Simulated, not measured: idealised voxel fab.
process module | voxel capacitor over wiring
The figure presents cross-section cut, which has a width of 200 nm and is divided into square cells with an edge length of 5 nm.
Cross-section layout: square cells on a grid; listed as bands, top to bottom; a band spans one or more cell rows.
Heights first: top, then bottom, in nm. Then materials, left to right, each with a width in nm. "all across" on a single material: fills the band edge to edge. "blank": empty space.
Height 0 is the level under which the wafer as received is all one material. The lowest band goes on downwards, as in "0 -> down".
Graded width ("30..40"): value in top row of band = first number; value in bottom row = second number; row-to-row change constant.
For the purposes of this document, the phrase "no change occurred" attached to a step denotes that no cell within the cross-section was modified by that step.
Each empty space that has no open way to the top and spans at least 8 cells appears under "Voids, fully enclosed" as width x height at distance, the distance counted from the left edge, all in nm.
Read whatever lies past the settings on a step's line as the simulator's own remark about the step.
overlay nm: for a step with a mask, the amount by which the mask lay right of where it was planned; a negative amount means left of it.

**Listed below are the process steps as planned**
step 1: op RECEIVE | material Si
step 2: op CONFORMAL_DEP | material SiO2 | thk nm 15
step 3: op DIRECTIONAL_DEP | material TiN | thk nm 5
step 4: op DIRECTIONAL_DEP | material Ru | thk nm 20
step 5: op MASKED_ETCH | tone cover | mask id METAL_1 | width nm 20 | pitch nm 90 | etch materials Ru | depth nm 20 | overlay nm 0
step 6: op MASKED_ETCH | tone cover | mask id METAL_1 | width nm 20 | pitch nm 90 | etch materials TiN | depth nm 5 | overlay nm 0
step 7: op FILL_DEP | material SiO2 | thk nm 10
step 8: op CMP | height nm 40
step 9: op CONFORMAL_DEP | material SiCN | thk nm 5
step 10: op DIRECTIONAL_DEP | material lowk | thk nm 15
step 11: op MASKED_ETCH | tone open | mask id PLUG_1 | width nm 15 | etch materials lowk | depth nm 15 | overlay nm 0
step 12: op MASKED_ETCH | tone open | mask id PLUG_1 | width nm 15 | etch materials SiCN | depth nm 5 | overlay nm 0
step 13: op EPI | material Ru | thk nm 10
step 14: op EPI | material Ru | thk nm 10
step 15: op DIRECTIONAL_DEP | material TiN | thk nm 10
step 16: op DIRECTIONAL_DEP | material SiN | thk nm 5
step 17: op DIRECTIONAL_DEP | material TiN | thk nm 10
step 18: op DIRECTIONAL_DEP | material aC | thk nm 15
step 19: op PATTERN | tone cover | mask id UPPER_PLATE | material resist | width nm 75 | thk nm 30 | overlay nm 0
step 20: op DIRECTIONAL_ETCH | etch materials aC | depth nm 15
step 21: op STRIP | etch materials resist
step 22: op DIRECTIONAL_ETCH | etch materials TiN | depth nm 10
step 23: op DIRECTIONAL_ETCH | etch materials SiN | depth nm 5
step 24: op STRIP | etch materials aC
step 25: op MASKED_ETCH | tone cover | mask id LOWER_PLATE | width nm 85 | etch materials TiN | depth nm 10 | overlay nm 0
step 26: op FILL_DEP | material SiO2 | thk nm 20
step 27: op CMP | height nm 100
step 28: op PATTERN | tone open | mask id PLUG_2 | material resist | width nm 15 | thk nm 15 | overlay nm 0
step 29: op DIRECTIONAL_ETCH | etch materials SiO2 | depth nm 15
step 30: op STRIP | etch materials resist
step 31: op CONFORMAL_DEP | material TiN | thk nm 5
step 32: op FILL_DEP | material W | thk nm 10
step 33: op CMP | height nm 100
step 34: op CONFORMAL_DEP | material SiCN | thk nm 5

**Cross-section of the wafer upon arrival, representing the state reached after step 1**
    0 -> down: Si all across
    Voids, fully enclosed: none

**Final wafer profile in cross-section after the module, from the same start and plan as above, with one mistake made during processing**
    105 -> 100: SiCN all across
    100 -> 95: SiO2 60, TiN 15, SiO2 125
    95 -> 85: SiO2 50, TiN 25, SiO2 125
    85 -> 80: SiO2 50, SiN 25, TiN 50, SiO2 75
    80 -> 75: SiO2 45, TiN 80, SiO2 75
    75 -> 70: SiO2 45, TiN 30, SiN 50, SiO2 75
    70 -> 60: SiO2 40, Ru 35, TiN 55, SiO2 70
    60 -> 45: lowk 50, Ru 15, lowk 135
    45 -> 40: SiCN 50, Ru 15, SiCN 135
    40 -> 20: SiO2 45, Ru 20, SiO2 70, Ru 20, SiO2 45
    20 -> 15: SiO2 45, TiN 20, SiO2 70, TiN 20, SiO2 45
    15 -> 0: SiO2 all across
    0 -> down: Si all across
    Voids, fully enclosed: none
What broke from the plan during processing? one of the matching steps 13 and 14 was carried out twice, and there is no way to identify which
